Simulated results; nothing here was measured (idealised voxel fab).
Process module under the name voxel transistor to metal
Cross-section cut: width 155 nm, square cells of 5 nm.
Square cells in a grid make up a cross-section in this document, and the grid is given as bands, listed from the top down, each one or more rows of cells.
Quick guide to a band line: top height, bottom height (nm) up front; then every material left to right with its width in nm. Only one material and it's marked "edge to edge"? Then it fills the band edge to edge. And "air" just means empty space.
For the purposes of this specification, 0 denotes the height below which the wafer in its as-received condition is composed wholly of one material, and the lowermost band, lacking a lower limit, extends downward without end, as expressed in "0 nm and below".
The two numbers in a width such as "30 to 40" mark its ends across the band: the first belongs to the top row of cells, the second to the bottom row, and from each row to the next the width moves by the same amount.
Where a step carries "all unchanged", the cross-section came out of it unchanged, cell for cell.
Empty spaces counting at least 8 cells and having no open way to the top are listed in "Closed void listing". The notation width x height at distance is used for each, the distance being from the left edge and all three values in nm.
Read whatever lies past the settings on a step's line as the simulator's own remark about the step.
Among the settings permitted on a step's line is "overlay nm"; applied to a step with a mask, it specifies the extent to which the mask lay to the right of its planned position, whereas a negative figure signifies a position to the left.
# Listed below are the process steps as planned
1,RECEIVE, material Si
2,OXIDIZE, depth nm 5
3,CONFORMAL_DEP, material SiN, thk nm 15
4,MASKED_ETCH, tone cover, mask id ACTIVE, width nm 115, etch materials SiN, depth nm 15, overlay nm 0
5,MASKED_ETCH, tone cover, mask id ACTIVE, width nm 115, etch materials SiO2, depth nm 5, overlay nm 0
6,MASKED_ETCH, tone cover, mask id ACTIVE, width nm 115, etch materials Si, depth nm 25, overlay nm 0
7,FILL_DEP, material SiO2, thk nm 15
8,CMP, height nm 15
9,SELECTIVE_ETCH, etch materials SiO2, depth nm 10
10,STRIP, etch materials SiN
11,SELECTIVE_ETCH, etch materials SiO2, depth nm 5
12,OXIDIZE, depth nm 5
13,DIRECTIONAL_DEP, material polySi, thk nm 30
14,DIRECTIONAL_DEP, material SiCN, thk nm 10
15,MASKED_ETCH, tone cover, mask id GATE, width nm 25, etch materials SiCN, depth nm 20, overlay nm 0
16,MASKED_ETCH, tone cover, mask id GATE, width nm 25, etch materials polySi, depth nm 40, overlay nm 0
17,CONFORMAL_DEP, material SiN, thk nm 5
18,DIRECTIONAL_ETCH, etch materials SiN, depth nm 5
19,DIRECTIONAL_ETCH, etch materials SiO2, depth nm 5
20,DIRECTIONAL_ETCH, etch materials Si, depth nm 5
21,EPI, material pSi, thk nm 5
22,FILL_DEP, material SiO2, thk nm 5
23,CMP, height nm 35
24,DIRECTIONAL_DEP, material SiO2, thk nm 10
25,DIRECTIONAL_DEP, material aC, thk nm 10
26,PATTERN, tone open, mask id CONTACT, material resist, width nm 20, pitch nm 85, thk nm 25, overlay nm 0
27,DIRECTIONAL_ETCH, etch materials aC, depth nm 10
28,STRIP, etch materials resist
29,DIRECTIONAL_ETCH, etch materials SiO2, depth nm 55
30,STRIP, etch materials aC
31,CONFORMAL_DEP, material TiN, thk nm 5
32,FILL_DEP, material W, thk nm 5
33,CMP, height nm 45
34,DIRECTIONAL_DEP, material TiN, thk nm 5
35,DIRECTIONAL_DEP, material Ru, thk nm 25
36,PATTERN, tone cover, mask id METAL_1, material resist, width nm 20, pitch nm 85, thk nm 15, overlay nm 0
37,DIRECTIONAL_ETCH, etch materials Ru, depth nm 25
38,DIRECTIONAL_ETCH, etch materials TiN, depth nm 5
39,STRIP, etch materials resist
40,FILL_DEP, material lowk, thk nm 10
41,CMP, height nm 75
42,CONFORMAL_DEP, material SiCN, thk nm 5
43,DIRECTIONAL_DEP, material SiO2, thk nm 25
44,MASKED_ETCH, tone open, mask id METAL_2, width nm 20, pitch nm 85, etch materials SiO2, depth nm 15, overlay nm 0
45,PATTERN, tone open, mask id METAL_2_HOLES, material resist, width nm 15, pitch nm 85, thk nm 15, overlay nm 0
46,DIRECTIONAL_ETCH, etch materials SiO2, depth nm 10
47,DIRECTIONAL_ETCH, etch materials SiCN, depth nm 5
48,STRIP, etch materials resist
49,CONFORMAL_DEP, material TiN, thk nm 5
50,FILL_DEP, material Cu, thk nm 5
51,CMP, height nm 105
52,CONFORMAL_DEP, material SiCN, thk nm 5
# Cross-section: wafer on arrival = after step 1
> 0 nm and below | Si edge to edge
> Closed void listing: none
# This is how the wafer looks in cross-section once the module is done, given the starting state and plan above and one mistake in carrying the plan out
> 110 nm to 105 nm | SiCN edge to edge
> 105 nm to 95 nm | 35 to 20 Cu / 5 to 20 TiN / 5 SiO2 / 5 TiN / 70 to 55 Cu / 5 to 20 TiN / 5 SiO2 / 5 TiN / 20 Cu
> 95 nm to 90 nm | 25 TiN / 20 SiO2 / 65 TiN / 20 SiO2 / 25 TiN
> 90 nm to 80 nm | SiO2 edge to edge
> 80 nm to 75 nm | SiCN edge to edge
> 75 nm to 50 nm | 25 lowk / 20 Ru / 65 lowk / 20 Ru / 25 lowk
> 50 nm to 45 nm | 25 lowk / 20 TiN / 65 lowk / 20 TiN / 25 lowk
> 45 nm to 35 nm | 25 SiO2 / 5 TiN / 10 W / 5 TiN / 65 SiO2 / 5 TiN / 10 W / 5 TiN / 25 SiO2
> 35 nm to 25 nm | 25 SiO2 / 5 TiN / 10 W / 5 TiN / 15 SiO2 / 5 SiN / 25 SiCN / 5 SiN / 15 SiO2 / 5 TiN / 10 W / 5 TiN / 25 SiO2
> 25 nm to 0 nm | 25 SiO2 / 5 TiN / 10 W / 5 TiN / 15 SiO2 / 5 SiN / 25 polySi / 5 SiN / 15 SiO2 / 5 TiN / 10 W / 5 TiN / 25 SiO2
> 0 nm to -5 nm | 15 SiO2 / 5 SiN / 5 SiO2 / 5 TiN / 10 W / 5 TiN / 15 SiO2 / 5 SiN / 25 polySi / 5 SiN / 15 SiO2 / 5 TiN / 10 W / 5 TiN / 5 SiO2 / 5 SiN / 15 SiO2
> -5 nm to -10 nm | 25 SiO2 / 20 TiN / 10 SiO2 / 5 pSi / 35 SiO2 / 5 pSi / 10 SiO2 / 20 TiN / 25 SiO2
> -10 nm to -15 nm | 20 SiO2 / 40 pSi / 35 Si / 40 pSi / 20 SiO2
> -15 nm to -30 nm | 20 SiO2 / 115 Si / 20 SiO2
> -30 nm and below | Si edge to edge
> Closed void listing: none
What went wrong in running the wafer? the process deviated at step 44: the operation and settings actually run there were MASKED_ETCH, tone cover, mask id METAL_2, width nm 20, pitch nm 85, etch materials SiO2, depth nm 15, overlay nm 0
